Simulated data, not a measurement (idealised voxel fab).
Documented hereafter: the process module known as voxel transistor to metal.
Each square cell in cross-section cut measures 5 nm, and the section as a whole is 300 nm wide.
Bands, listed from the top down, are how a cross-section gets written in this document; the cross-section itself is a grid of square cells, and a band is one or more rows of them. Band entry format. Leading values: height of top, height of bottom, nm. Remainder: materials in left-to-right order, each with its width in nm. Special words: "all across" on a single material, which then fills the band edge to edge; "air", empty space. Height is counted from the level 0, under which the received wafer is composed throughout of one material. The lowest of the bands is not closed at the bottom but continues downward, in the notation "0..down". A two-number width, for instance "30..40", indicates that the width is equal to the first number in the top row of the band and to the second number in the bottom row, and that it changes by a constant amount per row of cells. Where a step carries "no modification", the cross-section came out of it unchanged, cell for cell. "Unvented voids" - sealed voids, min. 8 cells, no opening to top; format: width x height at distance (distance from left edge; nm throughout). Note: text after step settings on the step line = simulator remark on that step. overlay nm: mask offset rightward from planned place, masked step; negative means leftward offset.

[Steps in the process plan]
1 RECEIVE,material Si
2 CONFORMAL_DEP,material SiO2,thk nm 5
3 CONFORMAL_DEP,material SiN,thk nm 10
4 DIRECTIONAL_DEP,material aC,thk nm 15
5 PATTERN,tone cover,mask id ACTIVE,material resist,width nm 105,pitch nm 135,thk nm 30,overlay nm 0
6 DIRECTIONAL_ETCH,etch materials aC,depth nm 15
7 STRIP,etch materials resist
8 DIRECTIONAL_ETCH,etch materials SiN,depth nm 10
9 DIRECTIONAL_ETCH,etch materials SiO2,depth nm 5
10 DIRECTIONAL_ETCH,etch materials Si,depth nm 35
11 STRIP,etch materials aC
12 FILL_DEP,material SiO2,thk nm 15
13 CMP,height nm 15
14 SELECTIVE_ETCH,etch materials SiO2,depth nm 5
15 STRIP,etch materials SiN
16 SELECTIVE_ETCH,etch materials SiO2,depth nm 5
17 OXIDIZE,depth nm 5
18 DIRECTIONAL_DEP,material polySi,thk nm 20
19 DIRECTIONAL_DEP,material SiCN,thk nm 15
20 DIRECTIONAL_DEP,material aC,thk nm 15
21 PATTERN,tone cover,mask id GATE,material resist,width nm 25,pitch nm 135,thk nm 30,overlay nm 0
22 DIRECTIONAL_ETCH,etch materials aC,depth nm 15
23 STRIP,etch materials resist
24 DIRECTIONAL_ETCH,etch materials SiCN,depth nm 25
25 DIRECTIONAL_ETCH,etch materials polySi,depth nm 30
26 STRIP,etch materials aC
27 CONFORMAL_DEP,material SiO2,thk nm 5
28 DIRECTIONAL_ETCH,etch materials SiO2,depth nm 5
29 CONFORMAL_DEP,material SiN,thk nm 5
30 DIRECTIONAL_ETCH,etch materials SiN,depth nm 5
31 DIRECTIONAL_ETCH,etch materials SiO2,depth nm 5
32 DIRECTIONAL_ETCH,etch materials Si,depth nm 15
33 EPI,material nSi,thk nm 15
34 FILL_DEP,material SiO2,thk nm 10
35 CMP,height nm 35
36 DIRECTIONAL_DEP,material SiO2,thk nm 15
37 PATTERN,tone open,mask id CONTACT,material resist,width nm 20,thk nm 15,overlay nm 0
38 DIRECTIONAL_ETCH,etch materials SiO2,depth nm 40
39 STRIP,etch materials resist
40 CONFORMAL_DEP,material TiN,thk nm 5
41 FILL_DEP,material W,thk nm 5
42 CMP,height nm 50
43 CONFORMAL_DEP,material SiCN,thk nm 5
44 DIRECTIONAL_DEP,material SiO2,thk nm 25
45 PATTERN,tone open,mask id METAL_1,material resist,width nm 20,thk nm 15,overlay nm 0
46 DIRECTIONAL_ETCH,etch materials SiO2,depth nm 25
47 DIRECTIONAL_ETCH,etch materials SiCN,depth nm 5
48 STRIP,etch materials resist
49 CONFORMAL_DEP,material TiN,thk nm 5
50 FILL_DEP,material W,thk nm 10
51 CMP,height nm 80
52 CONFORMAL_DEP,material SiCN,thk nm 5

[As-received state of the wafer in cross-section, equivalent to post-step 1]
- 0..down: Si all across
- Unvented voids: none

[Cross-sectional result after module completion. Note: starting condition and plan are unchanged from above; one processing mistake was made]
- 85..80: SiCN all across
- 80..55: SiO2=35, then TiN=5, then W=10, then TiN=5, then SiO2=55, then TiN=5, then W=10, then TiN=5, then SiO2=40, then TiN=5, then W=10, then TiN=5, then SiO2=55, then TiN=5, then W=10, then TiN=5, then SiO2=35
- 55..50: SiCN=35, then TiN=20, then SiCN=55, then TiN=20, then SiCN=40, then TiN=20, then SiCN=55, then TiN=20, then SiCN=35
- 50..40: SiO2=35, then TiN=5, then W=10, then TiN=5, then SiO2=55, then TiN=5, then W=10, then TiN=5, then SiO2=40, then TiN=5, then W=10, then TiN=5, then SiO2=55, then TiN=5, then W=10, then TiN=5, then SiO2=35
- 40..35: SiO2=35, then TiN=20, then SiO2=55, then TiN=20, then SiO2=40, then TiN=20, then SiO2=55, then TiN=20, then SiO2=35
- 35..30: W=60, then SiN=5, then W=5, then SiCN=25, then W=5, then SiN=5, then W=90, then SiN=5, then W=5, then SiCN=25, then W=5, then SiN=5, then W=60
- 30..20: W=60, then SiN=5, then SiO2=5, then SiCN=25, then SiO2=5, then SiN=5, then W=90, then SiN=5, then SiO2=5, then SiCN=25, then SiO2=5, then SiN=5, then W=60
- 20..10: W=60, then SiN=5, then SiO2=5, then polySi=25, then SiO2=5, then SiN=5, then W=90, then SiN=5, then SiO2=5, then polySi=25, then SiO2=5, then SiN=5, then W=60
- 10..5: W=30, then nSi=30, then SiN=5, then SiO2=5, then polySi=25, then SiO2=5, then SiN=5, then nSi=30, then W=30, then nSi=30, then SiN=5, then SiO2=5, then polySi=25, then SiO2=5, then SiN=5, then nSi=30, then W=30
- 5..0: W=30, then SiN=5, then nSi=25, then SiN=5, then SiO2=5, then polySi=25, then SiO2=5, then SiN=5, then nSi=25, then SiN=5, then W=30, then SiN=5, then nSi=25, then SiN=5, then SiO2=5, then polySi=25, then SiO2=5, then SiN=5, then nSi=25, then SiN=5, then W=30
- 0..-5: SiO2=35, then nSi=25, then SiO2=45, then nSi=25, then SiO2=40, then nSi=25, then SiO2=45, then nSi=25, then SiO2=35
- -5..-20: SiO2=30, then Si=5, then nSi=25, then Si=45, then nSi=25, then Si=5, then SiO2=30, then Si=5, then nSi=25, then Si=45, then nSi=25, then Si=5, then SiO2=30
- -20..-35: SiO2=30, then Si=105, then SiO2=30, then Si=105, then SiO2=30
- -35..down: Si all across
- Unvented voids: none
Where did the run depart from the plan? step 34 did not use the planned setting and instead ran as FILL_DEP,material W,thk nm 10
